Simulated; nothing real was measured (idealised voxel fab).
The following process module bears the name voxel fin reveal.
This is section cut - it's 290 nm across, gridded in 5 nm square cells.
Heads up, the way a cross-section reads in here is a grid of square cells, handed over as bands from the top down, with every band being one or more rows of cells. The band entry comprises the height of the band's top followed by the height of its bottom, expressed in nm, and subsequently the band's materials from left to right, each stated together with its width in nm. Where a single material is marked with the word "throughout", that material fills the band from edge to edge. The word "empty" represents empty space. The level at which height equals 0 is the one under which the wafer, as it arrives, is entirely one material. No lower edge exists for the bottom band, which continues downward and is notated as in "0 nm and below". The width entry "30..40" should be interpreted row by row: the top row of cells in the band takes the first number, the bottom row takes the second number, and the change between adjacent rows is uniform throughout. A step reported as "no change occurred" is a step in which no cell of the cross-section changed. So "Closed void list" is basically the list of trapped voids: any empty space of 8 cells or more that can't reach the top through an opening. They're written width x height at distance, the distance being from the left edge, and it's all nm. Text after the settings on a step's line: the simulator's own remark on that step. You can add "overlay nm" to a step's line. For a step with a mask, it describes how far the mask lay to the right of its planned position, and a negative number describes a lay to the left.

**Planned step list for the process**
1. RECEIVE (material Si)
2. CONFORMAL_DEP (material SiN; thk nm 5)
3. DIRECTIONAL_DEP (material aC; thk nm 10)
4. PATTERN (tone cover; mask id FINS; material resist; width nm 15; pitch nm 35; thk nm 30; overlay nm 0)
5. DIRECTIONAL_ETCH (etch materials aC; depth nm 10)
6. STRIP (etch materials resist)
7. DIRECTIONAL_ETCH (etch materials SiN; depth nm 5)
8. DIRECTIONAL_ETCH (etch materials Si; depth nm 30)
9. STRIP (etch materials aC)
10. OXIDIZE (depth nm 5)
11. FILL_DEP (material SiO2; thk nm 15)
12. CMP (height nm 5)
13. SELECTIVE_ETCH (etch materials SiO2; depth nm 20)
14. STRIP (etch materials SiN)
15. CONFORMAL_DEP (material HfO2; thk nm 5)

**Wafer as received: cross-section following step 1**
    0 nm and below | Si throughout
    Closed void list: none

**First of two wafers: cross-section at end of module, run per plan**
    5 nm to 0 nm | empty 120  HfO2 15  empty 20  HfO2 15  empty 120
    0 nm to -10 nm | empty 120  HfO2 5  Si 5  HfO2 5  empty 20  HfO2 5  Si 5  HfO2 5  empty 120
    -10 nm to -15 nm | HfO2 125  Si 5  HfO2 30  Si 5  HfO2 125
    -15 nm to -35 nm | SiO2 125  Si 5  SiO2 30  Si 5  SiO2 125
    -35 nm and below | Si throughout
    Closed void list: none

**Second wafer cross-section at end of module - shared start and plan with the first, one mistake in the run**
    5 nm to 0 nm | empty 120  HfO2 20  empty 15  HfO2 20  empty 115
    0 nm to -10 nm | empty 120  HfO2 5  Si 10  HfO2 5  empty 15  HfO2 5  Si 10  HfO2 5  empty 115
    -10 nm to -15 nm | HfO2 125  Si 10  HfO2 25  Si 10  HfO2 120
    -15 nm to -35 nm | SiO2 125  Si 10  SiO2 25  Si 10  SiO2 120
    -35 nm and below | Si throughout
    Closed void list: none
What went wrong in running the wafer? step 4 ran differently from the plan; actual operation with settings: PATTERN (tone cover; mask id FINS; material resist; width nm 20; pitch nm 35; thk nm 30; overlay nm 0)
Counted in cells at the end, the second wafer holds more or fewer of these materials than the first: Si: 14 more, SiO2: 8 fewer
